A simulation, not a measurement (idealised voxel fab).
voxel capacitor over wiring: a process module
180 nm wide, 5 nm square cells: that's cross-section cut.
Cross-section, as written here: a square-cell grid given band by band from the top down, where a band holds one or more rows of cells.
Each band's line starts with the height of the band's top and of its bottom, in nm. Then come its materials from left to right, each with its width in nm. One material with "edge to edge" fills the band from edge to edge. "air" is empty space.
It should be noted that heights are counted from 0, beneath which the wafer as supplied is of one material throughout, and that the lowest band possesses no lower boundary but continues downward, as written in "from 0 down".
Think of "30..40" as a width that walks from the first number to the second as you go down the band, top row to bottom row, taking equal-sized steps from row to row.
Take "no alteration" at face value: in the step it is given for, the cross-section changed in none of its cells.
"Internal closed voids" - sealed voids, min. 8 cells, no opening to top; format: width x height at distance (distance from left edge; nm throughout).
It should be noted that, on the line of a given step, the content following the step's settings is a remark produced by the simulator itself with respect to that step.
When a step includes a mask, the "overlay nm" setting on its line states how far to the right of its planned place that mask lay, and negative values state how far to the left.
[This section lists the process steps that were planned]
1) RECEIVE: material Si
2) CONFORMAL_DEP: material SiO2, thk nm 10
3) DIRECTIONAL_DEP: material TiN, thk nm 5
4) DIRECTIONAL_DEP: material Ru, thk nm 20
5) MASKED_ETCH: tone cover, mask id METAL_1, width nm 20, pitch nm 75, etch materials Ru, depth nm 20, overlay nm 0
6) MASKED_ETCH: tone cover, mask id METAL_1, width nm 20, pitch nm 75, etch materials TiN, depth nm 5, overlay nm 0
7) CONFORMAL_DEP: material SiN, thk nm 5
8) FILL_DEP: material SiO2, thk nm 10
9) CMP: height nm 35
10) CONFORMAL_DEP: material SiCN, thk nm 5
11) DIRECTIONAL_DEP: material lowk, thk nm 10
12) PATTERN: tone open, mask id PLUG_1, material resist, width nm 15, thk nm 15, overlay nm 0
13) DIRECTIONAL_ETCH: etch materials lowk, depth nm 10
14) DIRECTIONAL_ETCH: etch materials SiCN, depth nm 5
15) STRIP: etch materials resist
16) CONFORMAL_DEP: material TiN, thk nm 5
17) FILL_DEP: material W, thk nm 10
18) CMP: height nm 50
19) DIRECTIONAL_DEP: material TiN, thk nm 5
20) DIRECTIONAL_DEP: material SiN, thk nm 5
21) DIRECTIONAL_DEP: material TiN, thk nm 10
22) PATTERN: tone cover, mask id UPPER_PLATE, material resist, width nm 60, thk nm 15, overlay nm 0
23) DIRECTIONAL_ETCH: etch materials TiN, depth nm 10
24) DIRECTIONAL_ETCH: etch materials SiN, depth nm 5
25) STRIP: etch materials resist
26) PATTERN: tone cover, mask id LOWER_PLATE, material resist, width nm 70, thk nm 15, overlay nm 0
27) DIRECTIONAL_ETCH: etch materials TiN, depth nm 5
28) STRIP: etch materials resist
29) FILL_DEP: material SiO2, thk nm 15
30) CMP: height nm 80
31) PATTERN: tone open, mask id PLUG_2, material resist, width nm 15, thk nm 15, overlay nm 0
32) DIRECTIONAL_ETCH: etch materials SiO2, depth nm 10
33) STRIP: etch materials resist
34) CONFORMAL_DEP: material TiN, thk nm 5
35) FILL_DEP: material Ru, thk nm 10
36) CMP: height nm 80
37) CONFORMAL_DEP: material SiCN, thk nm 5
[Cross-section of the wafer upon arrival, representing the state reached after step 1]
    from 0 down  Si edge to edge
    Internal closed voids: none
[Run as planned - first of the two wafers cross-sectioned at the end of the module]
    from 85 to 80  SiCN edge to edge
    from 80 to 75  SiO2 (55) | TiN (5) | Ru (5) | TiN (5) | SiO2 (110)
    from 75 to 70  SiO2 (55) | TiN (15) | SiO2 (110)
    from 70 to 60  SiO2 (45) | TiN (60) | SiO2 (75)
    from 60 to 55  SiO2 (45) | SiN (60) | SiO2 (75)
    from 55 to 50  SiO2 (40) | TiN (70) | SiO2 (70)
    from 50 to 40  lowk (45) | TiN (5) | W (5) | TiN (5) | lowk (120)
    from 40 to 35  SiCN (45) | TiN (15) | SiCN (120)
    from 35 to 15  SiO2 (35) | SiN (5) | Ru (20) | SiN (5) | SiO2 (45) | SiN (5) | Ru (20) | SiN (5) | SiO2 (40)
    from 15 to 10  SiN (40) | TiN (20) | SiN (55) | TiN (20) | SiN (45)
    from 10 to 0  SiO2 edge to edge
    from 0 down  Si edge to edge
    Internal closed voids: none
[Cross-section at end of module for the second wafer of two, which matched the first in starting point and plan and differed by one mistake in its processing]
    from 85 to 80  SiCN edge to edge
    from 80 to 75  SiO2 (55) | TiN (5) | Ru (5) | TiN (5) | SiO2 (110)
    from 75 to 70  SiO2 (55) | TiN (15) | SiO2 (110)
    from 70 to 60  SiO2 (45) | TiN (60) | SiO2 (75)
    from 60 to 55  SiO2 (45) | SiN (60) | SiO2 (75)
    from 55 to 50  SiO2 (40) | TiN (70) | SiO2 (70)
    from 50 to 40  lowk (45) | TiN (5) | W (5) | TiN (5) | lowk (120)
    from 40 to 35  SiCN (45) | TiN (15) | SiCN (120)
    from 35 to 30  SiN (40) | TiN (20) | SiN (55) | TiN (20) | SiN (45)
    from 30 to 10  Ru edge to edge
    from 10 to 0  SiO2 edge to edge
    from 0 down  Si edge to edge
    Internal closed voids: none
Plan not followed: a sequencing error occurred in which plan steps 3 and 4 were transposed
Once processing is complete, comparing cell counts shows that the second wafer has more or fewer of certain materials than the first: Ru +112; SiN -16; SiO2 -96
